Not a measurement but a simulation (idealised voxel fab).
voxel self aligned vias: a process module
Xsec cut, 290 nm wide, square cell size 5 nm.
How to read a cross-section here: the picture is a grid of square cells, written as bands going from the top down, and any band can span one or more rows of cells. It is stipulated that each band's entry specify, in nanometres, the height of the top of the band and then that of its bottom, followed by the materials of the band in left-to-right sequence, each together with its width in nanometres. A single material marked by the word "throughout" is understood to fill the band from edge to edge; the word "blank" is understood to denote empty space. Counting heights begins at 0, where everything beneath is, in the wafer as received, one material. The lowest band has no bottom; it goes on downwards, as "0 -> down" shows. A two-number width, for instance "30..40", indicates that the width is equal to the first number in the top row of the band and to the second number in the bottom row, and that it changes by a constant amount per row of cells. It should be understood that the words "nothing was modified", when stated for a given step, signify that the cross-section underwent no change in any of its cells during that step. Each empty space that has no open way to the top and spans at least 8 cells appears under "Unvented cavities" as width x height at distance, the distance counted from the left edge, all in nm. Step line, after settings: the simulator's comment on this step. Steps that use a mask can have "overlay nm" on their line. It says how far the mask sat to the right of where it was meant to be. Negative means to the left.

Steps planned for the process:
1) RECEIVE with material Si
2) CONFORMAL_DEP with material SiO2, thk nm 15
3) CONFORMAL_DEP with material SiCN, thk nm 5
4) DIRECTIONAL_DEP with material SiO2, thk nm 20
5) MASKED_ETCH with tone open, mask id LINES, width nm 30, pitch nm 65, etch materials SiO2, depth nm 20, overlay nm 0
6) CONFORMAL_DEP with material TiN, thk nm 5
7) FILL_DEP with material Ru, thk nm 10
8) CMP with height nm 40
9) SELECTIVE_ETCH with etch materials W Ru TiN, depth nm 5
10) FILL_DEP with material SiN, thk nm 10
11) CMP with height nm 40
12) DIRECTIONAL_DEP with material SiO2, thk nm 15
13) DIRECTIONAL_DEP with material aC, thk nm 10
14) PATTERN with tone open, mask id VIAS, material resist, width nm 40, pitch nm 130, thk nm 30, overlay nm 0
15) DIRECTIONAL_ETCH with etch materials aC, depth nm 10
16) STRIP with etch materials resist
17) DIRECTIONAL_ETCH with etch materials SiO2, depth nm 15
18) DIRECTIONAL_ETCH with etch materials SiN, depth nm 5
19) STRIP with etch materials aC
20) CONFORMAL_DEP with material TiN, thk nm 5
21) FILL_DEP with material W, thk nm 10
22) CMP with height nm 55
23) CONFORMAL_DEP with material SiCN, thk nm 5

As received (post step 1): cross-section:
* 0 -> down = Si throughout
* Unvented cavities: none

first wafer at the end, as planned:
* 60 -> 55 = SiCN throughout
* 55 -> 45 = 60 of SiO2, then 5 of TiN, then 30 of W, then 5 of TiN, then 90 of SiO2, then 5 of TiN, then 30 of W, then 5 of TiN, then 60 of SiO2
* 45 -> 40 = 60 of SiO2, then 10 of TiN, then 20 of W, then 10 of TiN, then 90 of SiO2, then 10 of TiN, then 20 of W, then 10 of TiN, then 60 of SiO2
* 40 -> 35 = 65 of SiO2, then 30 of TiN, then 35 of SiO2, then 30 of SiN, then 35 of SiO2, then 30 of TiN, then 65 of SiO2
* 35 -> 25 = 65 of SiO2, then 5 of TiN, then 20 of Ru, then 5 of TiN, then 35 of SiO2, then 5 of TiN, then 20 of Ru, then 5 of TiN, then 35 of SiO2, then 5 of TiN, then 20 of Ru, then 5 of TiN, then 65 of SiO2
* 25 -> 20 = 65 of SiO2, then 30 of TiN, then 35 of SiO2, then 30 of TiN, then 35 of SiO2, then 30 of TiN, then 65 of SiO2
* 20 -> 15 = SiCN throughout
* 15 -> 0 = SiO2 throughout
* 0 -> down = Si throughout
* Unvented cavities: none

Here is the second of the two wafers cut open at the end of the module - same start, same plan as the first one, but we made one mistake running it:
* 60 -> 55 = SiCN throughout
* 55 -> 45 = 50 of SiO2, then 5 of TiN, then 30 of W, then 5 of TiN, then 90 of SiO2, then 5 of TiN, then 30 of W, then 5 of TiN, then 70 of SiO2
* 45 -> 40 = 50 of SiO2, then 20 of TiN, then 15 of W, then 5 of TiN, then 90 of SiO2, then 20 of TiN, then 15 of W, then 5 of TiN, then 70 of SiO2
* 40 -> 35 = 65 of SiO2, then 25 of TiN, then 5 of SiN, then 35 of SiO2, then 30 of SiN, then 35 of SiO2, then 25 of TiN, then 5 of SiN, then 65 of SiO2
* 35 -> 25 = 65 of SiO2, then 5 of TiN, then 20 of Ru, then 5 of TiN, then 35 of SiO2, then 5 of TiN, then 20 of Ru, then 5 of TiN, then 35 of SiO2, then 5 of TiN, then 20 of Ru, then 5 of TiN, then 65 of SiO2
* 25 -> 20 = 65 of SiO2, then 30 of TiN, then 35 of SiO2, then 30 of TiN, then 35 of SiO2, then 30 of TiN, then 65 of SiO2
* 20 -> 15 = SiCN throughout
* 15 -> 0 = SiO2 throughout
* 0 -> down = Si throughout
* Unvented cavities: none
In executing the process, a mistake was made relative to the plan: step 14 was not run as planned; what actually ran was PATTERN with tone open, mask id VIAS, material resist, width nm 40, pitch nm 130, thk nm 30, overlay nm -10
End of process, cell counts, second wafer against first, materials with more or fewer: +2 SiN | -2 W
